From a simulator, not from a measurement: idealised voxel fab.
Process module in this document: voxel capacitor over wiring
Square cells of 5 nm make up the cross-section cut, whose width is 270 nm.
When this document writes out a cross-section, it uses a grid of square cells and lists it as bands, beginning at the top and moving down, with a band standing for one or more rows of cells. It is stipulated that each band's entry specify, in nanometres, the height of the top of the band and then that of its bottom, followed by the materials of the band in left-to-right sequence, each together with its width in nanometres. A single material marked by the word "edge to edge" is understood to fill the band from edge to edge; the word "empty" is understood to denote empty space. A quick word on heights: they are counted from 0, and under that level the wafer as it came to us is one material throughout. The lowest band is different from the rest in having no bottom; it simply continues downward, written as in "z 0 and below". The notation "30->40" denotes a width that varies across the rows of cells in the band, beginning at the first number in the top row, finishing at the second number in the bottom row, and changing by an identical amount from each row to the next. The designation "no change", where it is given for a processing step, indicates that no cell of the cross-section was altered in the course of that step. Enclosed void entries: empty space of 8 cells or more with no open way to the top, each as width x height at its distance from the left edge, in nm. Whatever follows a step's settings on its line is a remark the simulator itself makes about that step. overlay nm: mask offset rightward from planned place, masked step; negative means leftward offset.
The steps planned for the process are as follows
step 1: RECEIVE (material Si)
step 2: CONFORMAL_DEP (material SiO2; thk nm 15)
step 3: CONFORMAL_DEP (material SiCN; thk nm 5)
step 4: DIRECTIONAL_DEP (material lowk; thk nm 25)
step 5: MASKED_ETCH (tone open; mask id METAL_1; width nm 20; pitch nm 90; etch materials lowk; depth nm 25; overlay nm 0)
step 6: MASKED_ETCH (tone open; mask id METAL_1; width nm 20; pitch nm 90; etch materials SiCN; depth nm 5; overlay nm 0)
step 7: CONFORMAL_DEP (material TiN; thk nm 5)
step 8: FILL_DEP (material W; thk nm 5)
step 9: CMP (height nm 45)
step 10: CONFORMAL_DEP (material SiCN; thk nm 5)
step 11: DIRECTIONAL_DEP (material lowk; thk nm 20)
step 12: MASKED_ETCH (tone open; mask id PLUG_1; width nm 15; etch materials lowk; depth nm 20; overlay nm 0)
step 13: MASKED_ETCH (tone open; mask id PLUG_1; width nm 15; etch materials SiCN; depth nm 5; overlay nm 0)
step 14: CONFORMAL_DEP (material TiN; thk nm 5)
step 15: FILL_DEP (material Ru; thk nm 5)
step 16: CMP (height nm 70)
step 17: DIRECTIONAL_DEP (material TiN; thk nm 10)
step 18: DIRECTIONAL_DEP (material HfO2; thk nm 5)
step 19: DIRECTIONAL_DEP (material TiN; thk nm 10)
step 20: MASKED_ETCH (tone cover; mask id UPPER_PLATE; width nm 75; etch materials TiN; depth nm 10; overlay nm 0)
step 21: MASKED_ETCH (tone cover; mask id UPPER_PLATE; width nm 75; etch materials HfO2; depth nm 5; overlay nm 0)
step 22: PATTERN (tone cover; mask id LOWER_PLATE; material resist; width nm 85; thk nm 15; overlay nm 0)
step 23: DIRECTIONAL_ETCH (etch materials TiN; depth nm 10)
step 24: STRIP (etch materials resist)
step 25: FILL_DEP (material SiO2; thk nm 15)
step 26: CMP (height nm 105)
step 27: DIRECTIONAL_DEP (material aC; thk nm 10)
step 28: PATTERN (tone open; mask id PLUG_2; material resist; width nm 15; thk nm 30; overlay nm 0)
step 29: DIRECTIONAL_ETCH (etch materials aC; depth nm 10)
step 30: STRIP (etch materials resist)
step 31: DIRECTIONAL_ETCH (etch materials SiO2; depth nm 10)
step 32: STRIP (etch materials aC)
step 33: CONFORMAL_DEP (material TiN; thk nm 5)
step 34: FILL_DEP (material Ru; thk nm 5)
step 35: CMP (height nm 105)
step 36: CONFORMAL_DEP (material SiN; thk nm 5)
Account of the first of two wafers, which was processed as intended
Wafer as received: cross-section following step 1
> z 0 and below  Si edge to edge
> Enclosed void entries: none
Presented here is a cross-section of the wafer after step 2 has been performed
> z 15 to 0  SiO2 edge to edge
> Note: structure below 0 unchanged.
Presented here is a cross-section of the wafer after step 3 has been performed
> z 20 to 15  SiCN edge to edge
> Note: structure below 15 unchanged.
Presented here is a cross-section of the wafer after step 4 has been performed
> z 45 to 20  lowk edge to edge
> Note: structure below 20 unchanged.
Presented here is a cross-section of the wafer after step 5 has been performed
> z 45 to 20  lowk 80 nm | empty 20 nm | lowk 70 nm | empty 20 nm | lowk 80 nm
> Note: structure below 20 unchanged.
Presented here is a cross-section of the wafer after step 6 has been performed
> z 45 to 20  lowk 80 nm | empty 20 nm | lowk 70 nm | empty 20 nm | lowk 80 nm
> z 20 to 15  SiCN 80 nm | empty 20 nm | SiCN 70 nm | empty 20 nm | SiCN 80 nm
> Note: structure below 15 unchanged.
Presented here is a cross-section of the wafer after step 7 has been performed
> z 50 to 45  TiN 85 nm | empty 10 nm | TiN 80 nm | empty 10 nm | TiN 85 nm
> z 45 to 20  lowk 80 nm | TiN 5 nm | empty 10 nm | TiN 5 nm | lowk 70 nm | TiN 5 nm | empty 10 nm | TiN 5 nm | lowk 80 nm
> z 20 to 15  SiCN 80 nm | TiN 20 nm | SiCN 70 nm | TiN 20 nm | SiCN 80 nm
> Note: structure below 15 unchanged.
Presented here is a cross-section of the wafer after step 8 has been performed
> z 55 to 50  W edge to edge
> z 50 to 45  TiN 85 nm | W 10 nm | TiN 80 nm | W 10 nm | TiN 85 nm
> z 45 to 20  lowk 80 nm | TiN 5 nm | W 10 nm | TiN 5 nm | lowk 70 nm | TiN 5 nm | W 10 nm | TiN 5 nm | lowk 80 nm
> Note: structure below 20 unchanged.
Presented here is a cross-section of the wafer after step 9 has been performed
> z 45 to 20  lowk 80 nm | TiN 5 nm | W 10 nm | TiN 5 nm | lowk 70 nm | TiN 5 nm | W 10 nm | TiN 5 nm | lowk 80 nm
> Note: structure below 20 unchanged.
Presented here is a cross-section of the wafer after step 10 has been performed
> z 50 to 45  SiCN edge to edge
> Note: structure below 45 unchanged.
Presented here is a cross-section of the wafer after step 11 has been performed
> z 70 to 50  lowk edge to edge
> Note: structure below 50 unchanged.
Presented here is a cross-section of the wafer after step 12 has been performed
> z 70 to 50  lowk 85 nm | empty 15 nm | lowk 170 nm
> Note: structure below 50 unchanged.
Presented here is a cross-section of the wafer after step 13 has been performed
> z 70 to 50  lowk 85 nm | empty 15 nm | lowk 170 nm
> z 50 to 45  SiCN 85 nm | empty 15 nm | SiCN 170 nm
> Note: structure below 45 unchanged.
Presented here is a cross-section of the wafer after step 14 has been performed
> z 75 to 70  TiN 90 nm | empty 5 nm | TiN 175 nm
> z 70 to 50  lowk 85 nm | TiN 5 nm | empty 5 nm | TiN 5 nm | lowk 170 nm
> z 50 to 45  SiCN 85 nm | TiN 15 nm | SiCN 170 nm
> Note: structure below 45 unchanged.
Presented here is a cross-section of the wafer after step 15 has been performed
> z 80 to 75  Ru edge to edge
> z 75 to 70  TiN 90 nm | Ru 5 nm | TiN 175 nm
> z 70 to 50  lowk 85 nm | TiN 5 nm | Ru 5 nm | TiN 5 nm | lowk 170 nm
> Note: structure below 50 unchanged.
Presented here is a cross-section of the wafer after step 16 has been performed
> z 70 to 50  lowk 85 nm | TiN 5 nm | Ru 5 nm | TiN 5 nm | lowk 170 nm
> Note: structure below 50 unchanged.
Presented here is a cross-section of the wafer after step 17 has been performed
> z 80 to 70  TiN edge to edge
> Note: structure below 70 unchanged.
Presented here is a cross-section of the wafer after step 18 has been performed
> z 85 to 80  HfO2 edge to edge
> Note: structure below 80 unchanged.
Presented here is a cross-section of the wafer after step 19 has been performed
> z 95 to 85  TiN edge to edge
> Note: structure below 85 unchanged.
Presented here is a cross-section of the wafer after step 20 has been performed
> z 95 to 85  empty 85 nm | TiN 75 nm | empty 110 nm
> Note: structure below 85 unchanged.
Presented here is a cross-section of the wafer after step 21 has been performed
> z 95 to 85  empty 85 nm | TiN 75 nm | empty 110 nm
> z 85 to 80  empty 85 nm | HfO2 75 nm | empty 110 nm
> Note: structure below 80 unchanged.
Presented here is a cross-section of the wafer after step 22 has been performed
> z 110 to 95  empty 80 nm | resist 85 nm | empty 105 nm
> z 95 to 85  empty 80 nm | resist 5 nm | TiN 75 nm | resist 5 nm | empty 105 nm
> z 85 to 80  empty 80 nm | resist 5 nm | HfO2 75 nm | resist 5 nm | empty 105 nm
> Note: structure below 80 unchanged.
Presented here is a cross-section of the wafer after step 23 has been performed
> z 110 to 95  empty 80 nm | resist 85 nm | empty 105 nm
> z 95 to 85  empty 80 nm | resist 5 nm | TiN 75 nm | resist 5 nm | empty 105 nm
> z 85 to 80  empty 80 nm | resist 5 nm | HfO2 75 nm | resist 5 nm | empty 105 nm
> z 80 to 70  empty 80 nm | TiN 85 nm | empty 105 nm
> Note: structure below 70 unchanged.
Presented here is a cross-section of the wafer after step 24 has been performed
> z 95 to 85  empty 85 nm | TiN 75 nm | empty 110 nm
> z 85 to 80  empty 85 nm | HfO2 75 nm | empty 110 nm
> Note: structure below 80 unchanged.
Presented here is a cross-section of the wafer after step 25 has been performed
> z 110 to 95  SiO2 edge to edge
> z 95 to 85  SiO2 85 nm | TiN 75 nm | SiO2 110 nm
> z 85 to 80  SiO2 85 nm | HfO2 75 nm | SiO2 110 nm
> z 80 to 70  SiO2 80 nm | TiN 85 nm | SiO2 105 nm
> Note: structure below 70 unchanged.
Presented here is a cross-section of the wafer after step 26 has been performed
> z 105 to 95  SiO2 edge to edge
> Note: structure below 95 unchanged.
Presented here is a cross-section of the wafer after step 27 has been performed
> z 115 to 105  aC edge to edge
> Note: structure below 105 unchanged.
Presented here is a cross-section of the wafer after step 28 has been performed
> z 145 to 115  resist 95 nm | empty 15 nm | resist 160 nm
> Note: structure below 115 unchanged.
Presented here is a cross-section of the wafer after step 29 has been performed
> z 135 to 115  resist 95 nm | empty 15 nm | resist 160 nm
> z 115 to 105  aC 95 nm | empty 15 nm | aC 160 nm
> Note: structure below 105 unchanged.
Presented here is a cross-section of the wafer after step 30 has been performed
> z 115 to 105  aC 95 nm | empty 15 nm | aC 160 nm
> Note: structure below 105 unchanged.
Presented here is a cross-section of the wafer after step 31 has been performed
> z 115 to 105  aC 95 nm | empty 15 nm | aC 160 nm
> z 105 to 95  SiO2 95 nm | empty 15 nm | SiO2 160 nm
> Note: structure below 95 unchanged.
Presented here is a cross-section of the wafer after step 32 has been performed
> z 105 to 95  SiO2 95 nm | empty 15 nm | SiO2 160 nm
> Note: structure below 95 unchanged.
Presented here is a cross-section of the wafer after step 33 has been performed
> z 110 to 105  TiN 100 nm | empty 5 nm | TiN 165 nm
> z 105 to 100  SiO2 95 nm | TiN 5 nm | empty 5 nm | TiN 5 nm | SiO2 160 nm
> z 100 to 95  SiO2 95 nm | TiN 15 nm | SiO2 160 nm
> Note: structure below 95 unchanged.
Presented here is a cross-section of the wafer after step 34 has been performed
> z 115 to 110  Ru edge to edge
> z 110 to 105  TiN 100 nm | Ru 5 nm | TiN 165 nm
> z 105 to 100  SiO2 95 nm | TiN 5 nm | Ru 5 nm | TiN 5 nm | SiO2 160 nm
> Note: structure below 100 unchanged.
Presented here is a cross-section of the wafer after step 35 has been performed
> z 105 to 100  SiO2 95 nm | TiN 5 nm | Ru 5 nm | TiN 5 nm | SiO2 160 nm
> Note: structure below 100 unchanged.
Presented here is a cross-section of the wafer after step 36 has been performed
> z 110 to 105  SiN edge to edge
> Note: structure below 105 unchanged.
Second wafer: same start and same plan as the first, one execution error; identical to the first through step 19
Look at the second wafer in cross-section at the time step 20 ought to have finished
> z 95 to 85  TiN 85 nm | empty 75 nm | TiN 110 nm
> Note: structure below 85 unchanged.
Look at the second wafer in cross-section at the time step 21 ought to have finished: no change
Look at the second wafer in cross-section at the time step 22 ought to have finished
> z 110 to 95  empty 80 nm | resist 85 nm | empty 105 nm
> z 95 to 85  TiN 85 nm | resist 75 nm | TiN 110 nm
> Note: structure below 85 unchanged.
Look at the second wafer in cross-section at the time step 23 ought to have finished
> z 110 to 95  empty 80 nm | resist 85 nm | empty 105 nm
> z 95 to 85  empty 80 nm | TiN 5 nm | resist 75 nm | TiN 5 nm | empty 105 nm
> Note: structure below 85 unchanged.
Look at the second wafer in cross-section at the time step 24 ought to have finished
> z 95 to 85  empty 80 nm | TiN 5 nm | empty 75 nm | TiN 5 nm | empty 105 nm
> Note: structure below 85 unchanged.
Look at the second wafer in cross-section at the time step 25 ought to have finished
> z 110 to 95  SiO2 edge to edge
> z 95 to 85  SiO2 80 nm | TiN 5 nm | SiO2 75 nm | TiN 5 nm | SiO2 105 nm
> Note: structure below 85 unchanged.
Look at the second wafer in cross-section at the time step 26 ought to have finished
> z 105 to 95  SiO2 edge to edge
> Note: structure below 95 unchanged.
Look at the second wafer in cross-section at the time step 27 ought to have finished
> z 115 to 105  aC edge to edge
> Note: structure below 105 unchanged.
Look at the second wafer in cross-section at the time step 28 ought to have finished
> z 145 to 115  resist 95 nm | empty 15 nm | resist 160 nm
> Note: structure below 115 unchanged.
Look at the second wafer in cross-section at the time step 29 ought to have finished
> z 135 to 115  resist 95 nm | empty 15 nm | resist 160 nm
> z 115 to 105  aC 95 nm | empty 15 nm | aC 160 nm
> Note: structure below 105 unchanged.
Look at the second wafer in cross-section at the time step 30 ought to have finished
> z 115 to 105  aC 95 nm | empty 15 nm | aC 160 nm
> Note: structure below 105 unchanged.
Look at the second wafer in cross-section at the time step 31 ought to have finished
> z 115 to 105  aC 95 nm | empty 15 nm | aC 160 nm
> z 105 to 95  SiO2 95 nm | empty 15 nm | SiO2 160 nm
> Note: structure below 95 unchanged.
Look at the second wafer in cross-section at the time step 32 ought to have finished
> z 105 to 95  SiO2 95 nm | empty 15 nm | SiO2 160 nm
> Note: structure below 95 unchanged.
Look at the second wafer in cross-section at the time step 33 ought to have finished
> z 110 to 105  TiN 100 nm | empty 5 nm | TiN 165 nm
> z 105 to 100  SiO2 95 nm | TiN 5 nm | empty 5 nm | TiN 5 nm | SiO2 160 nm
> z 100 to 95  SiO2 95 nm | TiN 15 nm | SiO2 160 nm
> Note: structure below 95 unchanged.
Look at the second wafer in cross-section at the time step 34 ought to have finished
> z 115 to 110  Ru edge to edge
> z 110 to 105  TiN 100 nm | Ru 5 nm | TiN 165 nm
> z 105 to 100  SiO2 95 nm | TiN 5 nm | Ru 5 nm | TiN 5 nm | SiO2 160 nm
> Note: structure below 100 unchanged.
Look at the second wafer in cross-section at the time step 35 ought to have finished
> z 105 to 100  SiO2 95 nm | TiN 5 nm | Ru 5 nm | TiN 5 nm | SiO2 160 nm
> Note: structure below 100 unchanged.
Look at the second wafer in cross-section at the time step 36 ought to have finished
> z 110 to 105  SiN edge to edge
> Note: structure below 105 unchanged.
Want to know what went wrong? step 20 went in with a setting other than planned; the actual run was MASKED_ETCH (tone open; mask id UPPER_PLATE; width nm 75; etch materials TiN; depth nm 10; overlay nm 0)
Count the cells at the end and the second wafer has more or fewer of some materials than the first: 39 more of HfO2 | 87 fewer of SiO2 | 48 more of TiN
